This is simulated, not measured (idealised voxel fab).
process module | voxel capacitor over wiring
cross-section cut | 275 nm wide | cells 5 nm
A cross-section is a grid of square cells, given in bands from the top down. A band is one or more rows of cells.
Each band's line starts with the height of the band's top and of its bottom, in nm. Then come its materials from left to right, each with its width in nm. One material with "throughout" fills the band from edge to edge. "air" is empty space.
Height 0 is the level under which the wafer as received is all one material. The lowest band goes on downwards, as in "0 down".
A width such as "30 to 40" changes by the same amount from each row of cells to the next, from the band's top row to its bottom row.
"no change" after a step means that no cell of the cross-section changed.
closed voids: empty space of 8 cells or more with no open way to the top, each as width x height at its distance from the left edge, in nm
after a step's settings: what the simulator itself notes on the step
overlay nm, on a step with a mask: how far to the right of its planned place the mask lay; to the left if negative
Each pair below shows a cross-section before one step and the cross-section after it, down to the lowest band that changed. The line under each pair gives the step between them, with its settings. The pairs can come from different runs of this module on the same starting wafer, so a pair continues from the pair above only where its "before" says so.
before
  50 to 35: air 70 | resist 40 | air 55 | resist 40 | air 70
  35 to 15: air 70 | W 40 | air 55 | W 40 | air 70
  15 to 10: TiN throughout
  10 to 0: SiO2 throughout
  0 down: Si throughout
  closed voids: none
after
  50 to 35: air 70 | resist 40 | air 55 | resist 40 | air 70
  35 to 15: air 70 | W 40 | air 55 | W 40 | air 70
  15 to 10: air 70 | TiN 40 | air 55 | TiN 40 | air 70
  below 10: unchanged
  closed voids: none
the step between: op DIRECTIONAL_ETCH | etch materials TiN | depth nm 5
before: the cross-section after the pair above
after
  35 to 15: air 70 | W 40 | air 55 | W 40 | air 70
  below 15: unchanged
  closed voids: none
the step between: op STRIP | etch materials resist
before: the cross-section after the pair above
after
  45 to 35: lowk throughout
  35 to 15: lowk 70 | W 40 | lowk 55 | W 40 | lowk 70
  15 to 10: lowk 70 | TiN 40 | lowk 55 | TiN 40 | lowk 70
  below 10: unchanged
  closed voids: none
the step between: op FILL_DEP | material lowk | thk nm 10
before: the cross-section after the pair above
after
  35 to 15: lowk 70 | W 40 | lowk 55 | W 40 | lowk 70
  below 15: unchanged
  closed voids: none
the step between: op CMP | height nm 35
before: the cross-section after the pair above
after
  40 to 35: SiCN throughout
  below 35: unchanged
  closed voids: none
the step between: op CONFORMAL_DEP | material SiCN | thk nm 5
before: the cross-section after the pair above
after
  50 to 40: lowk throughout
  below 40: unchanged
  closed voids: none
the step between: op DIRECTIONAL_DEP | material lowk | thk nm 10
before: the cross-section after the pair above
after
  65 to 50: aC throughout
  below 50: unchanged
  closed voids: none
the step between: op DIRECTIONAL_DEP | material aC | thk nm 15
before: the cross-section after the pair above
after
  100 to 65: resist 90 | air 15 | resist 170
  below 65: unchanged
  closed voids: none
the step between: op PATTERN | tone open | mask id PLUG_1 | material resist | width nm 15 | thk nm 35 | overlay nm 0
before: the cross-section after the pair above
after
  85 to 65: resist 90 | air 15 | resist 170
  65 to 50: aC 90 | air 15 | aC 170
  below 50: unchanged
  closed voids: none
the step between: op DIRECTIONAL_ETCH | etch materials aC | depth nm 15
before: the cross-section after the pair above
after
  65 to 50: aC 90 | air 15 | aC 170
  below 50: unchanged
  closed voids: none
the step between: op STRIP | etch materials resist
before: the cross-section after the pair above
after
  65 to 50: aC 90 | air 15 | aC 170
  50 to 40: lowk 90 | air 15 | lowk 170
  below 40: unchanged
  closed voids: none
the step between: op DIRECTIONAL_ETCH | etch materials lowk | depth nm 10
before: the cross-section after the pair above
after
  65 to 50: aC 90 | air 15 | aC 170
  50 to 40: lowk 90 | air 15 | lowk 170
  40 to 35: SiCN 90 | air 15 | SiCN 170
  below 35: unchanged
  closed voids: none
the step between: op DIRECTIONAL_ETCH | etch materials SiCN | depth nm 5
before: the cross-section after the pair above
after
  50 to 40: lowk 90 | air 15 | lowk 170
  below 40: unchanged
  closed voids: none
the step between: op STRIP | etch materials aC
before: the cross-section after the pair above
after
  50 to 45: lowk 90 | air 15 | lowk 170
  45 to 40: lowk 90 | Ru 15 | lowk 170
  40 to 35: SiCN 90 | Ru 15 | SiCN 170
  below 35: unchanged
  closed voids: none
the step between: op EPI | material Ru | thk nm 10
before: the cross-section after the pair above
after
  50 to 40: lowk 90 | Ru 15 | lowk 170
  below 40: unchanged
  closed voids: none
the step between: op EPI | material Ru | thk nm 5
before: the cross-section after the pair above
after
  60 to 50: TiN throughout
  below 50: unchanged
  closed voids: none
the step between: op DIRECTIONAL_DEP | material TiN | thk nm 10
before: the cross-section after the pair above
after
  65 to 60: SiN throughout
  below 60: unchanged
  closed voids: none
the step between: op DIRECTIONAL_DEP | material SiN | thk nm 5
before: the cross-section after the pair above
after
  70 to 65: TiN throughout
  below 65: unchanged
  closed voids: none
the step between: op DIRECTIONAL_DEP | material TiN | thk nm 5
before: the cross-section after the pair above
after
  70 to 65: air 90 | TiN 70 | air 115
  below 65: unchanged
  closed voids: none
the step between: op MASKED_ETCH | tone cover | mask id UPPER_PLATE | width nm 70 | etch materials TiN | depth nm 5 | overlay nm 0
before: the cross-section after the pair above
after
  70 to 65: air 90 | TiN 70 | air 115
  65 to 60: air 90 | SiN 70 | air 115
  below 60: unchanged
  closed voids: none
the step between: op MASKED_ETCH | tone cover | mask id UPPER_PLATE | width nm 70 | etch materials SiN | depth nm 5 | overlay nm 0
before: the cross-section after the pair above
after
  70 to 65: air 90 | TiN 70 | air 115
  65 to 60: air 90 | SiN 70 | air 115
  60 to 50: air 85 | TiN 80 | air 110
  below 50: unchanged
  closed voids: none
the step between: op MASKED_ETCH | tone cover | mask id LOWER_PLATE | width nm 80 | etch materials TiN | depth nm 10 | overlay nm 0
before: the cross-section after the pair above
after
  85 to 70: SiO2 throughout
  70 to 65: SiO2 90 | TiN 70 | SiO2 115
  65 to 60: SiO2 90 | SiN 70 | SiO2 115
  60 to 50: SiO2 85 | TiN 80 | SiO2 110
  below 50: unchanged
  closed voids: none
the step between: op FILL_DEP | material SiO2 | thk nm 15
before: the cross-section after the pair above
after
  80 to 70: SiO2 throughout
  below 70: unchanged
  closed voids: none
the step between: op CMP | height nm 80
before: the cross-section after the pair above
after
  90 to 80: aC throughout
  below 80: unchanged
  closed voids: none
the step between: op DIRECTIONAL_DEP | material aC | thk nm 10
before: the cross-section after the pair above
after
  115 to 90: resist 100 | air 15 | resist 160
  below 90: unchanged
  closed voids: none
the step between: op PATTERN | tone open | mask id PLUG_2 | material resist | width nm 15 | thk nm 25 | overlay nm 0
before: the cross-section after the pair above
after
  105 to 90: resist 100 | air 15 | resist 160
  90 to 80: aC 100 | air 15 | aC 160
  below 80: unchanged
  closed voids: none
the step between: op DIRECTIONAL_ETCH | etch materials aC | depth nm 10
before: the cross-section after the pair above
after
  90 to 80: aC 100 | air 15 | aC 160
  below 80: unchanged
  closed voids: none
the step between: op STRIP | etch materials resist
before: the cross-section after the pair above
after
  90 to 80: aC 100 | air 15 | aC 160
  80 to 70: SiO2 100 | air 15 | SiO2 160
  below 70: unchanged
  closed voids: none
the step between: op DIRECTIONAL_ETCH | etch materials SiO2 | depth nm 10
before: the cross-section after the pair above
after
  80 to 70: SiO2 100 | air 15 | SiO2 160
  below 70: unchanged
  closed voids: none
the step between: op STRIP | etch materials aC
before: the cross-section after the pair above
after
  85 to 80: TiN 105 | air 5 | TiN 165
  80 to 75: SiO2 100 | TiN 5 | air 5 | TiN 5 | SiO2 160
  75 to 65: SiO2 100 to 90 | TiN 15 to 70 | SiO2 160 to 115
  below 65: unchanged
  closed voids: none
the step between: op CONFORMAL_DEP | material TiN | thk nm 5
before: the cross-section after the pair above
after
  95 to 85: Cu throughout
  85 to 80: TiN 105 | Cu 5 | TiN 165
  80 to 75: SiO2 100 | TiN 5 | Cu 5 | TiN 5 | SiO2 160
  below 75: unchanged
  closed voids: none
the step between: op FILL_DEP | material Cu | thk nm 10
before: the cross-section after the pair above
after
  80 to 75: SiO2 100 | TiN 5 | Cu 5 | TiN 5 | SiO2 160
  below 75: unchanged
  closed voids: none
the step between: op CMP | height nm 80
before: the cross-section after the pair above
after
  85 to 80: SiCN throughout
  below 80: unchanged
  closed voids: none
the step between: op CONFORMAL_DEP | material SiCN | thk nm 5
before
  65 to 50: aC throughout
  50 to 40: lowk throughout
  40 to 35: SiCN throughout
  35 to 15: lowk 75 | W 30 | lowk 65 | W 30 | lowk 75
  15 to 10: lowk 75 | TiN 30 | lowk 65 | TiN 30 | lowk 75
  10 to 0: SiO2 throughout
  0 down: Si throughout
  closed voids: none
after
  100 to 65: resist 85 | air 15 | resist 175
  below 65: unchanged
  closed voids: none
the step between: op PATTERN | tone open | mask id PLUG_1 | material resist | width nm 15 | thk nm 35 | overlay nm -5
before: the cross-section after the pair above
after
  85 to 65: resist 85 | air 15 | resist 175
  65 to 50: aC 85 | air 15 | aC 175
  below 50: unchanged
  closed voids: none
the step between: op DIRECTIONAL_ETCH | etch materials aC | depth nm 15
before: the cross-section after the pair above
after
  65 to 50: aC 85 | air 15 | aC 175
  below 50: unchanged
  closed voids: none
the step between: op STRIP | etch materials resist
before: the cross-section after the pair above
after
  65 to 50: aC 85 | air 15 | aC 175
  50 to 40: lowk 85 | air 15 | lowk 175
  below 40: unchanged
  closed voids: none
the step between: op DIRECTIONAL_ETCH | etch materials lowk | depth nm 10
before: the cross-section after the pair above
after
  65 to 50: aC 85 | air 15 | aC 175
  50 to 40: lowk 85 | air 15 | lowk 175
  40 to 35: SiCN 85 | air 15 | SiCN 175
  below 35: unchanged
  closed voids: none
the step between: op DIRECTIONAL_ETCH | etch materials SiCN | depth nm 5
before: the cross-section after the pair above
after
  50 to 40: lowk 85 | air 15 | lowk 175
  below 40: unchanged
  closed voids: none
the step between: op STRIP | etch materials aC
before: the cross-section after the pair above
after
  50 to 45: lowk 85 | air 15 | lowk 175
  45 to 40: lowk 85 | Ru 15 | lowk 175
  40 to 35: SiCN 85 | Ru 15 | SiCN 175
  below 35: unchanged
  closed voids: none
the step between: op EPI | material Ru | thk nm 10
before: the cross-section after the pair above
after
  50 to 40: lowk 85 | Ru 15 | lowk 175
  below 40: unchanged
  closed voids: none
the step between: op EPI | material Ru | thk nm 5
before: the cross-section after the pair above
after
  60 to 50: TiN throughout
  below 50: unchanged
  closed voids: none
the step between: op DIRECTIONAL_DEP | material TiN | thk nm 10
before: the cross-section after the pair above
after
  65 to 60: SiN throughout
  below 60: unchanged
  closed voids: none
the step between: op DIRECTIONAL_DEP | material SiN | thk nm 5
before: the cross-section after the pair above
after
  70 to 65: TiN throughout
  below 65: unchanged
  closed voids: none
the step between: op DIRECTIONAL_DEP | material TiN | thk nm 5
before: the cross-section after the pair above
after
  70 to 65: air 90 | TiN 70 | air 115
  below 65: unchanged
  closed voids: none
the step between: op MASKED_ETCH | tone cover | mask id UPPER_PLATE | width nm 70 | etch materials TiN | depth nm 5 | overlay nm 0
before: the cross-section after the pair above
after
  70 to 65: air 90 | TiN 70 | air 115
  65 to 60: air 90 | SiN 70 | air 115
  below 60: unchanged
  closed voids: none
the step between: op MASKED_ETCH | tone cover | mask id UPPER_PLATE | width nm 70 | etch materials SiN | depth nm 5 | overlay nm 0
before: the cross-section after the pair above
after
  70 to 65: air 90 | TiN 70 | air 115
  65 to 60: air 90 | SiN 70 | air 115
  60 to 50: air 85 | TiN 80 | air 110
  below 50: unchanged
  closed voids: none
the step between: op MASKED_ETCH | tone cover | mask id LOWER_PLATE | width nm 80 | etch materials TiN | depth nm 10 | overlay nm 0
before: the cross-section after the pair above
after
  85 to 70: SiO2 throughout
  70 to 65: SiO2 90 | TiN 70 | SiO2 115
  65 to 60: SiO2 90 | SiN 70 | SiO2 115
  60 to 50: SiO2 85 | TiN 80 | SiO2 110
  below 50: unchanged
  closed voids: none
the step between: op FILL_DEP | material SiO2 | thk nm 15
before: the cross-section after the pair above
after
  80 to 70: SiO2 throughout
  below 70: unchanged
  closed voids: none
the step between: op CMP | height nm 80
before: the cross-section after the pair above
after
  90 to 80: aC throughout
  below 80: unchanged
  closed voids: none
the step between: op DIRECTIONAL_DEP | material aC | thk nm 10
before: the cross-section after the pair above
after
  115 to 90: resist 100 | air 15 | resist 160
  below 90: unchanged
  closed voids: none
the step between: op PATTERN | tone open | mask id PLUG_2 | material resist | width nm 15 | thk nm 25 | overlay nm 0
before: the cross-section after the pair above
after
  105 to 90: resist 100 | air 15 | resist 160
  90 to 80: aC 100 | air 15 | aC 160
  below 80: unchanged
  closed voids: none
the step between: op DIRECTIONAL_ETCH | etch materials aC | depth nm 10
before: the cross-section after the pair above
after
  90 to 80: aC 100 | air 15 | aC 160
  below 80: unchanged
  closed voids: none
the step between: op STRIP | etch materials resist
before: the cross-section after the pair above
after
  90 to 80: aC 100 | air 15 | aC 160
  80 to 70: SiO2 100 | air 15 | SiO2 160
  below 70: unchanged
  closed voids: none
the step between: op DIRECTIONAL_ETCH | etch materials SiO2 | depth nm 10
before: the cross-section after the pair above
after
  80 to 70: SiO2 100 | air 15 | SiO2 160
  below 70: unchanged
  closed voids: none
the step between: op STRIP | etch materials aC
before: the cross-section after the pair above
after
  85 to 80: TiN 105 | air 5 | TiN 165
  80 to 75: SiO2 100 | TiN 5 | air 5 | TiN 5 | SiO2 160
  75 to 65: SiO2 100 to 90 | TiN 15 to 70 | SiO2 160 to 115
  below 65: unchanged
  closed voids: none
the step between: op CONFORMAL_DEP | material TiN | thk nm 5
before: the cross-section after the pair above
after
  95 to 85: Cu throughout
  85 to 80: TiN 105 | Cu 5 | TiN 165
  80 to 75: SiO2 100 | TiN 5 | Cu 5 | TiN 5 | SiO2 160
  below 75: unchanged
  closed voids: none
the step between: op FILL_DEP | material Cu | thk nm 10
before: the cross-section after the pair above
after
  80 to 75: SiO2 100 | TiN 5 | Cu 5 | TiN 5 | SiO2 160
  below 75: unchanged
  closed voids: none
the step between: op CMP | height nm 80
before: the cross-section after the pair above
after
  85 to 80: SiCN throughout
  below 80: unchanged
  closed voids: none
the step between: op CONFORMAL_DEP | material SiCN | thk nm 5
before
  40 to 35: SiCN throughout
  35 to 15: lowk 75 | W 30 | lowk 65 | W 30 | lowk 75
  15 to 10: lowk 75 | TiN 30 | lowk 65 | TiN 30 | lowk 75
  10 to 0: SiO2 throughout
  0 down: Si throughout
  closed voids: none
after
  50 to 40: Cu throughout
  below 40: unchanged
  closed voids: none
the step between: op DIRECTIONAL_DEP | material Cu | thk nm 10
before: the cross-section after the pair above
after
  65 to 50: aC throughout
  below 50: unchanged
  closed voids: none
the step between: op DIRECTIONAL_DEP | material aC | thk nm 15
before: the cross-section after the pair above
after
  100 to 65: resist 90 | air 15 | resist 170
  below 65: unchanged
  closed voids: none
the step between: op PATTERN | tone open | mask id PLUG_1 | material resist | width nm 15 | thk nm 35 | overlay nm 0
before: the cross-section after the pair above
after
  85 to 65: resist 90 | air 15 | resist 170
  65 to 50: aC 90 | air 15 | aC 170
  below 50: unchanged
  closed voids: none
the step between: op DIRECTIONAL_ETCH | etch materials aC | depth nm 15
before: the cross-section after the pair above
after
  65 to 50: aC 90 | air 15 | aC 170
  below 50: unchanged
  closed voids: none
the step between: op STRIP | etch materials resist
before: the cross-section after the pair above
after
  50 to 40: Cu throughout
  below 40: unchanged
  closed voids: none
the step between: op STRIP | etch materials aC
before: the cross-section after the pair above
after
  60 to 50: Ru throughout
  below 50: unchanged
  closed voids: none
the step between: op EPI | material Ru | thk nm 10
before: the cross-section after the pair above
after
  65 to 50: Ru throughout
  below 50: unchanged
  closed voids: none
the step between: op EPI | material Ru | thk nm 5
before: the cross-section after the pair above
after
  75 to 65: TiN throughout
  below 65: unchanged
  closed voids: none
the step between: op DIRECTIONAL_DEP | material TiN | thk nm 10
before: the cross-section after the pair above
after
  80 to 75: SiN throughout
  below 75: unchanged
  closed voids: none
the step between: op DIRECTIONAL_DEP | material SiN | thk nm 5
before: the cross-section after the pair above
after
  85 to 80: TiN throughout
  below 80: unchanged
  closed voids: none
the step between: op DIRECTIONAL_DEP | material TiN | thk nm 5
before: the cross-section after the pair above
after
  85 to 80: air 90 | TiN 70 | air 115
  below 80: unchanged
  closed voids: none
the step between: op MASKED_ETCH | tone cover | mask id UPPER_PLATE | width nm 70 | etch materials TiN | depth nm 5 | overlay nm 0
before: the cross-section after the pair above
after
  85 to 80: air 90 | TiN 70 | air 115
  80 to 75: air 90 | SiN 70 | air 115
  below 75: unchanged
  closed voids: none
the step between: op MASKED_ETCH | tone cover | mask id UPPER_PLATE | width nm 70 | etch materials SiN | depth nm 5 | overlay nm 0
before: the cross-section after the pair above
after
  85 to 80: air 90 | TiN 70 | air 115
  80 to 75: air 90 | SiN 70 | air 115
  75 to 65: air 85 | TiN 80 | air 110
  below 65: unchanged
  closed voids: none
the step between: op MASKED_ETCH | tone cover | mask id LOWER_PLATE | width nm 80 | etch materials TiN | depth nm 10 | overlay nm 0
before: the cross-section after the pair above
after
  100 to 85: SiO2 throughout
  85 to 80: SiO2 90 | TiN 70 | SiO2 115
  80 to 75: SiO2 90 | SiN 70 | SiO2 115
  75 to 65: SiO2 85 | TiN 80 | SiO2 110
  below 65: unchanged
  closed voids: none
the step between: op FILL_DEP | material SiO2 | thk nm 15
before: the cross-section after the pair above
after
  80 to 75: SiO2 90 | SiN 70 | SiO2 115
  below 75: unchanged
  closed voids: none
the step between: op CMP | height nm 80
before: the cross-section after the pair above
after
  90 to 80: aC throughout
  below 80: unchanged
  closed voids: none
the step between: op DIRECTIONAL_DEP | material aC | thk nm 10
before: the cross-section after the pair above
after
  115 to 90: resist 100 | air 15 | resist 160
  below 90: unchanged
  closed voids: none
the step between: op PATTERN | tone open | mask id PLUG_2 | material resist | width nm 15 | thk nm 25 | overlay nm 0
before: the cross-section after the pair above
after
  105 to 90: resist 100 | air 15 | resist 160
  90 to 80: aC 100 | air 15 | aC 160
  below 80: unchanged
  closed voids: none
the step between: op DIRECTIONAL_ETCH | etch materials aC | depth nm 10
before: the cross-section after the pair above
after
  90 to 80: aC 100 | air 15 | aC 160
  below 80: unchanged
  closed voids: none
the step between: op STRIP | etch materials resist
before: the cross-section after the pair above
after
  80 to 75: SiO2 90 | SiN 70 | SiO2 115
  below 75: unchanged
  closed voids: none
the step between: op STRIP | etch materials aC
before: the cross-section after the pair above
after
  85 to 80: TiN throughout
  below 80: unchanged
  closed voids: none
the step between: op CONFORMAL_DEP | material TiN | thk nm 5
before: the cross-section after the pair above
after
  95 to 85: Cu throughout
  below 85: unchanged
  closed voids: none
the step between: op FILL_DEP | material Cu | thk nm 10
before: the cross-section after the pair above
after
  80 to 75: SiO2 90 | SiN 70 | SiO2 115
  below 75: unchanged
  closed voids: none
the step between: op CMP | height nm 80
before: the cross-section after the pair above
after
  85 to 80: SiCN throughout
  below 80: unchanged
  closed voids: none
the step between: op CONFORMAL_DEP | material SiCN | thk nm 5
before
  65 to 50: aC throughout
  50 to 40: lowk throughout
  40 to 35: SiCN throughout
  35 to 15: lowk 75 | W 30 | lowk 65 | W 30 | lowk 75
  15 to 10: lowk 75 | TiN 30 | lowk 65 | TiN 30 | lowk 75
  10 to 0: SiO2 throughout
  0 down: Si throughout
  closed voids: none
after
  100 to 65: air 90 | resist 15 | air 170
  below 65: unchanged
  closed voids: none
the step between: op PATTERN | tone cover | mask id PLUG_1 | material resist | width nm 15 | thk nm 35 | overlay nm 0
before: the cross-section after the pair above
after
  85 to 65: air 90 | resist 15 | air 170
  65 to 50: air 90 | aC 15 | air 170
  below 50: unchanged
  closed voids: none
the step between: op DIRECTIONAL_ETCH | etch materials aC | depth nm 15
before: the cross-section after the pair above
after
  65 to 50: air 90 | aC 15 | air 170
  below 50: unchanged
  closed voids: none
the step between: op STRIP | etch materials resist
before: the cross-section after the pair above
after
  65 to 50: air 90 | aC 15 | air 170
  50 to 40: air 90 | lowk 15 | air 170
  below 40: unchanged
  closed voids: none
the step between: op DIRECTIONAL_ETCH | etch materials lowk | depth nm 10
before: the cross-section after the pair above
after
  65 to 50: air 90 | aC 15 | air 170
  50 to 40: air 90 | lowk 15 | air 170
  40 to 35: air 90 | SiCN 15 | air 170
  below 35: unchanged
  closed voids: none
the step between: op DIRECTIONAL_ETCH | etch materials SiCN | depth nm 5
before: the cross-section after the pair above
after
  50 to 40: air 90 | lowk 15 | air 170
  below 40: unchanged
  closed voids: none
the step between: op STRIP | etch materials aC
before: the cross-section after the pair above
after
  50 to 45: air 90 | lowk 15 | air 170
  45 to 40: air 65 | Ru 25 | lowk 15 | air 55 | Ru 50 | air 65
  40 to 35: air 65 | Ru 25 | SiCN 15 | air 55 | Ru 50 | air 65
  below 35: unchanged
  closed voids: none
the step between: op EPI | material Ru | thk nm 10
before: the cross-section after the pair above
after
  50 to 40: air 60 | Ru 30 | lowk 15 | air 50 | Ru 60 | air 60
  40 to 35: air 60 | Ru 30 | SiCN 15 | air 50 | Ru 60 | air 60
  below 35: unchanged
  closed voids: none
the step between: op EPI | material Ru | thk nm 5
before: the cross-section after the pair above
after
  60 to 50: air 60 | TiN 45 | air 50 | TiN 60 | air 60
  50 to 45: air 60 | Ru 30 | lowk 15 | air 50 | Ru 60 | air 60
  45 to 40: TiN 60 | Ru 30 | lowk 15 | TiN 50 | Ru 60 | TiN 60
  40 to 35: TiN 60 | Ru 30 | SiCN 15 | TiN 50 | Ru 60 | TiN 60
  below 35: unchanged
  closed voids: none
the step between: op DIRECTIONAL_DEP | material TiN | thk nm 10
before: the cross-section after the pair above
after
  65 to 60: air 60 | SiN 45 | air 50 | SiN 60 | air 60
  60 to 50: air 60 | TiN 45 | air 50 | TiN 60 | air 60
  50 to 45: SiN 60 | Ru 30 | lowk 15 | SiN 50 | Ru 60 | SiN 60
  below 45: unchanged
  closed voids: none
the step between: op DIRECTIONAL_DEP | material SiN | thk nm 5
before: the cross-section after the pair above
after
  70 to 65: air 60 | TiN 45 | air 50 | TiN 60 | air 60
  65 to 60: air 60 | SiN 45 | air 50 | SiN 60 | air 60
  60 to 55: air 60 | TiN 45 | air 50 | TiN 60 | air 60
  55 to 50: TiN throughout
  below 50: unchanged
  closed voids: none
the step between: op DIRECTIONAL_DEP | material TiN | thk nm 5
before: the cross-section after the pair above
after
  70 to 65: air 90 | TiN 15 | air 50 | TiN 5 | air 115
  65 to 60: air 60 | SiN 45 | air 50 | SiN 60 | air 60
  60 to 55: air 60 | TiN 45 | air 50 | TiN 60 | air 60
  55 to 50: air 60 | TiN 155 | air 60
  below 50: unchanged
  closed voids: none
the step between: op MASKED_ETCH | tone cover | mask id UPPER_PLATE | width nm 70 | etch materials TiN | depth nm 5 | overlay nm 0
before: the cross-section after the pair above
after
  70 to 65: air 90 | TiN 15 | air 50 | TiN 5 | air 115
  65 to 60: air 90 | SiN 15 | air 50 | SiN 5 | air 115
  60 to 55: air 60 | TiN 45 | air 50 | TiN 60 | air 60
  55 to 50: air 60 | TiN 155 | air 60
  50 to 45: air 60 | Ru 30 | lowk 15 | SiN 50 | Ru 60 | air 60
  below 45: unchanged
  closed voids: none
the step between: op MASKED_ETCH | tone cover | mask id UPPER_PLATE | width nm 70 | etch materials SiN | depth nm 5 | overlay nm 0
before: the cross-section after the pair above
after
  70 to 65: air 90 | TiN 15 | air 50 | TiN 5 | air 115
  65 to 60: air 90 | SiN 15 | air 50 | SiN 5 | air 115
  60 to 55: air 85 | TiN 20 | air 50 | TiN 10 | air 110
  55 to 50: air 85 | TiN 80 | air 110
  50 to 45: air 60 | Ru 30 | lowk 15 | SiN 50 | Ru 60 | air 60
  45 to 40: air 60 | Ru 30 | lowk 15 | TiN 50 | Ru 60 | air 60
  40 to 35: air 60 | Ru 30 | SiCN 15 | TiN 50 | Ru 60 | air 60
  below 35: unchanged
  closed voids: none
the step between: op MASKED_ETCH | tone cover | mask id LOWER_PLATE | width nm 80 | etch materials TiN | depth nm 10 | overlay nm 0
before: the cross-section after the pair above
after
  85 to 70: SiO2 throughout
  70 to 65: SiO2 90 | TiN 15 | SiO2 50 | TiN 5 | SiO2 115
  65 to 60: SiO2 90 | SiN 15 | SiO2 50 | SiN 5 | SiO2 115
  60 to 55: SiO2 85 | TiN 20 | SiO2 50 | TiN 10 | SiO2 110
  55 to 50: SiO2 85 | TiN 80 | SiO2 110
  50 to 45: SiO2 60 | Ru 30 | lowk 15 | SiN 50 | Ru 60 | SiO2 60
  45 to 40: SiO2 60 | Ru 30 | lowk 15 | TiN 50 | Ru 60 | SiO2 60
  40 to 35: SiO2 60 | Ru 30 | SiCN 15 | TiN 50 | Ru 60 | SiO2 60
  below 35: unchanged
  closed voids: none
the step between: op FILL_DEP | material SiO2 | thk nm 15
before: the cross-section after the pair above
after
  80 to 70: SiO2 throughout
  below 70: unchanged
  closed voids: none
the step between: op CMP | height nm 80
before: the cross-section after the pair above
after
  90 to 80: aC throughout
  below 80: unchanged
  closed voids: none
the step between: op DIRECTIONAL_DEP | material aC | thk nm 10
before: the cross-section after the pair above
after
  115 to 90: resist 100 | air 15 | resist 160
  below 90: unchanged
  closed voids: none
the step between: op PATTERN | tone open | mask id PLUG_2 | material resist | width nm 15 | thk nm 25 | overlay nm 0
before: the cross-section after the pair above
after
  105 to 90: resist 100 | air 15 | resist 160
  90 to 80: aC 100 | air 15 | aC 160
  below 80: unchanged
  closed voids: none
the step between: op DIRECTIONAL_ETCH | etch materials aC | depth nm 10
before: the cross-section after the pair above
after
  90 to 80: aC 100 | air 15 | aC 160
  below 80: unchanged
  closed voids: none
the step between: op STRIP | etch materials resist
before: the cross-section after the pair above
after
  90 to 80: aC 100 | air 15 | aC 160
  80 to 70: SiO2 100 | air 15 | SiO2 160
  below 70: unchanged
  closed voids: none
the step between: op DIRECTIONAL_ETCH | etch materials SiO2 | depth nm 10
before: the cross-section after the pair above
after
  80 to 70: SiO2 100 | air 15 | SiO2 160
  below 70: unchanged
  closed voids: none
the step between: op STRIP | etch materials aC
before: the cross-section after the pair above
after
  85 to 80: TiN 105 | air 5 | TiN 165
  80 to 75: SiO2 100 | TiN 5 | air 5 | TiN 5 | SiO2 160
  75 to 70: SiO2 100 | TiN 15 | SiO2 160
  below 70: unchanged
  closed voids: none
the step between: op CONFORMAL_DEP | material TiN | thk nm 5
before: the cross-section after the pair above
after
  95 to 85: Cu throughout
  85 to 80: TiN 105 | Cu 5 | TiN 165
  80 to 75: SiO2 100 | TiN 5 | Cu 5 | TiN 5 | SiO2 160
  below 75: unchanged
  closed voids: none
the step between: op FILL_DEP | material Cu | thk nm 10
before: the cross-section after the pair above
after
  80 to 75: SiO2 100 | TiN 5 | Cu 5 | TiN 5 | SiO2 160
  below 75: unchanged
  closed voids: none
the step between: op CMP | height nm 80
before: the cross-section after the pair above
after
  85 to 80: SiCN throughout
  below 80: unchanged
  closed voids: none
the step between: op CONFORMAL_DEP | material SiCN | thk nm 5
